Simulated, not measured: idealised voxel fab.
Module name: voxel self aligned vias (process module)
Shown is cross-section cut, with a width of 275 nm and square cells of size 5 nm.
Cross-section spec: square-cell grid; bands listed top down; each band is one or more rows. Quick guide to a band line: top height, bottom height (nm) up front; then every material left to right with its width in nm. Only one material and it's marked "full width"? Then it fills the band edge to edge. And "blank" just means empty space. Basically, 0 is our baseline, since under it the wafer straight out of the box is all one material. The bottom band has no lower end and keeps on going down, so it looks like "0 and below". The two numbers in a width such as "30..40" mark its ends across the band: the first belongs to the top row of cells, the second to the bottom row, and from each row to the next the width moves by the same amount. You'll sometimes find "nothing changed" written for a step, and that's the way of saying that nowhere in the cross-section did a cell change during that step. In the "Enclosed cavities" entry, you get each enclosed empty space of 8 cells or more, one with no open way to the top, written width x height at distance, distance from the left edge, in nm. Whatever follows a step's settings on its line is a remark the simulator itself makes about that step. Regarding "overlay nm": on a step with a mask, it is the distance the mask lay to the right of its planned place; a negative value places it to the left.
# Steps planned for the process
1. op RECEIVE | material Si
2. op CONFORMAL_DEP | material SiO2 | thk nm 15
3. op CONFORMAL_DEP | material SiCN | thk nm 5
4. op DIRECTIONAL_DEP | material SiO2 | thk nm 20
5. op PATTERN | tone open | mask id LINES | material resist | width nm 20 | pitch nm 70 | thk nm 15 | overlay nm 0
6. op DIRECTIONAL_ETCH | etch materials SiO2 | depth nm 20
7. op STRIP | etch materials resist
8. op CONFORMAL_DEP | material TiN | thk nm 5
9. op FILL_DEP | material W | thk nm 5
10. op CMP | height nm 40
11. op SELECTIVE_ETCH | etch materials W Ru TiN | depth nm 5
12. op FILL_DEP | material SiN | thk nm 5
13. op CMP | height nm 40
14. op DIRECTIONAL_DEP | material SiO2 | thk nm 15
15. op PATTERN | tone open | mask id VIAS | material resist | width nm 40 | pitch nm 140 | thk nm 15 | overlay nm 0
16. op DIRECTIONAL_ETCH | etch materials SiO2 | depth nm 15
17. op DIRECTIONAL_ETCH | etch materials SiN | depth nm 5
18. op STRIP | etch materials resist
19. op CONFORMAL_DEP | material TiN | thk nm 5
20. op FILL_DEP | material Cu | thk nm 10
21. op CMP | height nm 55
22. op CONFORMAL_DEP | material SiN | thk nm 5
# Wafer at receipt (post step 1), cross-section
* 0 and below: Si full width
* Enclosed cavities: none
# First wafer of two, sectioned at end of module; run went per plan
* 60 down to 55: SiN full width
* 55 down to 45: SiO2=45  TiN=5  Cu=30  TiN=5  SiO2=100  TiN=5  Cu=30  TiN=5  SiO2=50
* 45 down to 40: SiO2=45  TiN=15  Cu=10  TiN=15  SiO2=100  TiN=15  Cu=10  TiN=15  SiO2=50
* 40 down to 35: SiO2=55  TiN=20  SiO2=50  SiN=20  SiO2=50  TiN=20  SiO2=60
* 35 down to 25: SiO2=55  TiN=5  W=10  TiN=5  SiO2=50  TiN=5  W=10  TiN=5  SiO2=50  TiN=5  W=10  TiN=5  SiO2=60
* 25 down to 20: SiO2=55  TiN=20  SiO2=50  TiN=20  SiO2=50  TiN=20  SiO2=60
* 20 down to 15: SiCN full width
* 15 down to 0: SiO2 full width
* 0 and below: Si full width
* Enclosed cavities: none
# Here's the second of our two wafers sectioned at module end. Same start as the first, same plan, but one mistake got made running it
* 60 down to 55: SiN full width
* 55 down to 45: SiO2=35  TiN=5  Cu=30  TiN=5  SiO2=100  TiN=5  Cu=30  TiN=5  SiO2=60
* 45 down to 40: SiO2=35  TiN=25  Cu=10  TiN=5  SiO2=100  TiN=25  Cu=10  TiN=5  SiO2=60
* 40 down to 35: SiO2=55  TiN=20  SiO2=50  SiN=20  SiO2=50  TiN=20  SiO2=60
* 35 down to 25: SiO2=55  TiN=5  W=10  TiN=5  SiO2=50  TiN=5  W=10  TiN=5  SiO2=50  TiN=5  W=10  TiN=5  SiO2=60
* 25 down to 20: SiO2=55  TiN=20  SiO2=50  TiN=20  SiO2=50  TiN=20  SiO2=60
* 20 down to 15: SiCN full width
* 15 down to 0: SiO2 full width
* 0 and below: Si full width
* Enclosed cavities: none
Run error: in deviation from the planned setting, step 15 was conducted as op PATTERN | tone open | mask id VIAS | material resist | width nm 40 | pitch nm 140 | thk nm 15 | overlay nm -10
Final wafers compared: equal cell tally per material, rearranged layout.
